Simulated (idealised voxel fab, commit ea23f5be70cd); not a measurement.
process module | voxel capacitor over wiring
cross-section cut | 255 nm wide | cells 5 nm
A cross-section is a grid of square cells, given in bands from the top down. A band is one or more rows of cells.
Each band's line starts with the height of the band's top and of its bottom, in nm. Then come its materials from left to right, each with its width in nm. One material with "throughout" fills the band from edge to edge. "air" is empty space.
Height 0 is the level under which the wafer as received is all one material. The lowest band goes on downwards, as in "0 down".
A width such as "30 to 40" changes by the same amount from each row of cells to the next, from the band's top row to its bottom row.
"no change" after a step means that no cell of the cross-section changed.
closed voids: empty space of 8 cells or more with no open way to the top, each as width x height at its distance from the left edge, in nm
after a step's settings: what the simulator itself notes on the step
overlay nm, on a step with a mask: how far to the right of its planned place the mask lay; to the left if negative
plan
1 op RECEIVE | material Si
2 op CONFORMAL_DEP | material SiO2 | thk nm 10
3 op DIRECTIONAL_DEP | material TiN | thk nm 5
4 op DIRECTIONAL_DEP | material W | thk nm 25
5 op MASKED_ETCH | tone cover | mask id METAL_1 | width nm 25 | pitch nm 80 | etch materials W | depth nm 25 | overlay nm 0
6 op MASKED_ETCH | tone cover | mask id METAL_1 | width nm 25 | pitch nm 80 | etch materials TiN | depth nm 5 | overlay nm 0
7 op CONFORMAL_DEP | material SiCN | thk nm 5
8 op FILL_DEP | material lowk | thk nm 10
9 op CMP | height nm 40
10 op CONFORMAL_DEP | material SiCN | thk nm 5
11 op DIRECTIONAL_DEP | material lowk | thk nm 15
12 op PATTERN | tone open | mask id PLUG_1 | material resist | width nm 15 | thk nm 20 | overlay nm 0
13 op DIRECTIONAL_ETCH | etch materials lowk | depth nm 15
14 op DIRECTIONAL_ETCH | etch materials SiCN | depth nm 5
15 op STRIP | etch materials resist
16 op CONFORMAL_DEP | material TiN | thk nm 5
17 op FILL_DEP | material Cu | thk nm 10
18 op CMP | height nm 60
19 op DIRECTIONAL_DEP | material TiN | thk nm 5
20 op DIRECTIONAL_DEP | material HfO2 | thk nm 5
21 op DIRECTIONAL_DEP | material TiN | thk nm 5
22 op MASKED_ETCH | tone cover | mask id UPPER_PLATE | width nm 60 | etch materials TiN | depth nm 5 | overlay nm 0
23 op MASKED_ETCH | tone cover | mask id UPPER_PLATE | width nm 60 | etch materials HfO2 | depth nm 5 | overlay nm 0
24 op MASKED_ETCH | tone cover | mask id LOWER_PLATE | width nm 70 | etch materials TiN | depth nm 5 | overlay nm 0
25 op FILL_DEP | material SiO2 | thk nm 15
26 op CMP | height nm 85
27 op MASKED_ETCH | tone open | mask id PLUG_2 | width nm 15 | etch materials SiO2 | depth nm 10 | overlay nm 0
28 op CONFORMAL_DEP | material TiN | thk nm 5
29 op FILL_DEP | material W | thk nm 10
30 op CMP | height nm 85
31 op CONFORMAL_DEP | material SiCN | thk nm 5
first wafer, as planned
as received, after step 1
  0 down: Si throughout
  closed voids: none
after step 2
  10 to 0: SiO2 throughout
  below 0: unchanged
after step 3
  15 to 10: TiN throughout
  below 10: unchanged
after step 4
  40 to 15: W throughout
  below 15: unchanged
after step 5
  40 to 15: air 75 | W 25 | air 55 | W 25 | air 75
  below 15: unchanged
after step 6
  40 to 15: air 75 | W 25 | air 55 | W 25 | air 75
  15 to 10: air 75 | TiN 25 | air 55 | TiN 25 | air 75
  below 10: unchanged
after step 7
  45 to 40: air 70 | SiCN 35 | air 45 | SiCN 35 | air 70
  40 to 15: air 70 | SiCN 5 | W 25 | SiCN 5 | air 45 | SiCN 5 | W 25 | SiCN 5 | air 70
  15 to 10: SiCN 75 | TiN 25 | SiCN 55 | TiN 25 | SiCN 75
  below 10: unchanged
after step 8
  55 to 45: lowk throughout
  45 to 40: lowk 70 | SiCN 35 | lowk 45 | SiCN 35 | lowk 70
  40 to 15: lowk 70 | SiCN 5 | W 25 | SiCN 5 | lowk 45 | SiCN 5 | W 25 | SiCN 5 | lowk 70
  below 15: unchanged
after step 9
  40 to 15: lowk 70 | SiCN 5 | W 25 | SiCN 5 | lowk 45 | SiCN 5 | W 25 | SiCN 5 | lowk 70
  below 15: unchanged
after step 10
  45 to 40: SiCN throughout
  below 40: unchanged
after step 11
  60 to 45: lowk throughout
  below 45: unchanged
after step 12
  80 to 60: resist 85 | air 15 | resist 155
  below 60: unchanged
after step 13
  80 to 60: resist 85 | air 15 | resist 155
  60 to 45: lowk 85 | air 15 | lowk 155
  below 45: unchanged
after step 14
  80 to 60: resist 85 | air 15 | resist 155
  60 to 45: lowk 85 | air 15 | lowk 155
  45 to 40: SiCN 85 | air 15 | SiCN 155
  below 40: unchanged
after step 15
  60 to 45: lowk 85 | air 15 | lowk 155
  below 45: unchanged
after step 16
  65 to 60: TiN 90 | air 5 | TiN 160
  60 to 45: lowk 85 | TiN 5 | air 5 | TiN 5 | lowk 155
  45 to 40: SiCN 85 | TiN 15 | SiCN 155
  below 40: unchanged
after step 17
  75 to 65: Cu throughout
  65 to 60: TiN 90 | Cu 5 | TiN 160
  60 to 45: lowk 85 | TiN 5 | Cu 5 | TiN 5 | lowk 155
  below 45: unchanged
after step 18
  60 to 45: lowk 85 | TiN 5 | Cu 5 | TiN 5 | lowk 155
  below 45: unchanged
after step 19
  65 to 60: TiN throughout
  below 60: unchanged
after step 20
  70 to 65: HfO2 throughout
  below 65: unchanged
after step 21
  75 to 70: TiN throughout
  below 70: unchanged
after step 22
  75 to 70: air 85 | TiN 60 | air 110
  below 70: unchanged
after step 23
  75 to 70: air 85 | TiN 60 | air 110
  70 to 65: air 85 | HfO2 60 | air 110
  below 65: unchanged
after step 24
  75 to 70: air 85 | TiN 60 | air 110
  70 to 65: air 85 | HfO2 60 | air 110
  65 to 60: air 80 | TiN 70 | air 105
  below 60: unchanged
after step 25
  90 to 75: SiO2 throughout
  75 to 70: SiO2 85 | TiN 60 | SiO2 110
  70 to 65: SiO2 85 | HfO2 60 | SiO2 110
  65 to 60: SiO2 80 | TiN 70 | SiO2 105
  below 60: unchanged
after step 26
  85 to 75: SiO2 throughout
  below 75: unchanged
after step 27
  85 to 75: SiO2 95 | air 15 | SiO2 145
  below 75: unchanged
after step 28
  90 to 85: TiN 100 | air 5 | TiN 150
  85 to 80: SiO2 95 | TiN 5 | air 5 | TiN 5 | SiO2 145
  80 to 70: SiO2 95 to 85 | TiN 15 to 60 | SiO2 145 to 110
  below 70: unchanged
after step 29
  100 to 90: W throughout
  90 to 85: TiN 100 | W 5 | TiN 150
  85 to 80: SiO2 95 | TiN 5 | W 5 | TiN 5 | SiO2 145
  below 80: unchanged
after step 30
  85 to 80: SiO2 95 | TiN 5 | W 5 | TiN 5 | SiO2 145
  below 80: unchanged
after step 31
  90 to 85: SiCN throughout
  below 85: unchanged
second wafer: like start, like plan, one mistake. Through step 5 it matches the first wafer
when step 6 should have ended
  40 to 15: air 75 | W 25 | air 55 | W 25 | air 75
  15 to 10: air 70 | TiN 30 | air 50 | TiN 30 | air 75
  below 10: unchanged
when step 7 should have ended
  45 to 40: air 70 | SiCN 35 | air 45 | SiCN 35 | air 70
  40 to 20: air 70 | SiCN 5 | W 25 | SiCN 5 | air 45 | SiCN 5 | W 25 | SiCN 5 | air 70
  20 to 15: air 65 | SiCN 10 | W 25 | SiCN 5 | air 40 | SiCN 10 | W 25 | SiCN 5 | air 70
  15 to 10: SiCN 70 | TiN 30 | SiCN 50 | TiN 30 | SiCN 75
  below 10: unchanged
when step 8 should have ended
  55 to 45: lowk throughout
  45 to 40: lowk 70 | SiCN 35 | lowk 45 | SiCN 35 | lowk 70
  40 to 20: lowk 70 | SiCN 5 | W 25 | SiCN 5 | lowk 45 | SiCN 5 | W 25 | SiCN 5 | lowk 70
  20 to 15: lowk 65 | SiCN 10 | W 25 | SiCN 5 | lowk 40 | SiCN 10 | W 25 | SiCN 5 | lowk 70
  below 15: unchanged
when step 9 should have ended
  40 to 20: lowk 70 | SiCN 5 | W 25 | SiCN 5 | lowk 45 | SiCN 5 | W 25 | SiCN 5 | lowk 70
  below 20: unchanged
when step 10 should have ended
  45 to 40: SiCN throughout
  below 40: unchanged
when step 11 should have ended
  60 to 45: lowk throughout
  below 45: unchanged
when step 12 should have ended
  80 to 60: resist 85 | air 15 | resist 155
  below 60: unchanged
when step 13 should have ended
  80 to 60: resist 85 | air 15 | resist 155
  60 to 45: lowk 85 | air 15 | lowk 155
  below 45: unchanged
when step 14 should have ended
  80 to 60: resist 85 | air 15 | resist 155
  60 to 45: lowk 85 | air 15 | lowk 155
  45 to 40: SiCN 85 | air 15 | SiCN 155
  below 40: unchanged
when step 15 should have ended
  60 to 45: lowk 85 | air 15 | lowk 155
  below 45: unchanged
when step 16 should have ended
  65 to 60: TiN 90 | air 5 | TiN 160
  60 to 45: lowk 85 | TiN 5 | air 5 | TiN 5 | lowk 155
  45 to 40: SiCN 85 | TiN 15 | SiCN 155
  below 40: unchanged
when step 17 should have ended
  75 to 65: Cu throughout
  65 to 60: TiN 90 | Cu 5 | TiN 160
  60 to 45: lowk 85 | TiN 5 | Cu 5 | TiN 5 | lowk 155
  below 45: unchanged
when step 18 should have ended
  60 to 45: lowk 85 | TiN 5 | Cu 5 | TiN 5 | lowk 155
  below 45: unchanged
when step 19 should have ended
  65 to 60: TiN throughout
  below 60: unchanged
when step 20 should have ended
  70 to 65: HfO2 throughout
  below 65: unchanged
when step 21 should have ended
  75 to 70: TiN throughout
  below 70: unchanged
when step 22 should have ended
  75 to 70: air 85 | TiN 60 | air 110
  below 70: unchanged
when step 23 should have ended
  75 to 70: air 85 | TiN 60 | air 110
  70 to 65: air 85 | HfO2 60 | air 110
  below 65: unchanged
when step 24 should have ended
  75 to 70: air 85 | TiN 60 | air 110
  70 to 65: air 85 | HfO2 60 | air 110
  65 to 60: air 80 | TiN 70 | air 105
  below 60: unchanged
when step 25 should have ended
  90 to 75: SiO2 throughout
  75 to 70: SiO2 85 | TiN 60 | SiO2 110
  70 to 65: SiO2 85 | HfO2 60 | SiO2 110
  65 to 60: SiO2 80 | TiN 70 | SiO2 105
  below 60: unchanged
when step 26 should have ended
  85 to 75: SiO2 throughout
  below 75: unchanged
when step 27 should have ended
  85 to 75: SiO2 95 | air 15 | SiO2 145
  below 75: unchanged
when step 28 should have ended
  90 to 85: TiN 100 | air 5 | TiN 150
  85 to 80: SiO2 95 | TiN 5 | air 5 | TiN 5 | SiO2 145
  80 to 70: SiO2 95 to 85 | TiN 15 to 60 | SiO2 145 to 110
  below 70: unchanged
when step 29 should have ended
  100 to 90: W throughout
  90 to 85: TiN 100 | W 5 | TiN 150
  85 to 80: SiO2 95 | TiN 5 | W 5 | TiN 5 | SiO2 145
  below 80: unchanged
when step 30 should have ended
  85 to 80: SiO2 95 | TiN 5 | W 5 | TiN 5 | SiO2 145
  below 80: unchanged
when step 31 should have ended
  90 to 85: SiCN throughout
  below 85: unchanged
what went wrong: step 6 ran as: op MASKED_ETCH | tone cover | mask id METAL_1 | width nm 25 | pitch nm 80 | etch materials TiN | depth nm 5 | overlay nm -5
at the end the second wafer has, in cells: 2 more of TiN | 2 fewer of lowk
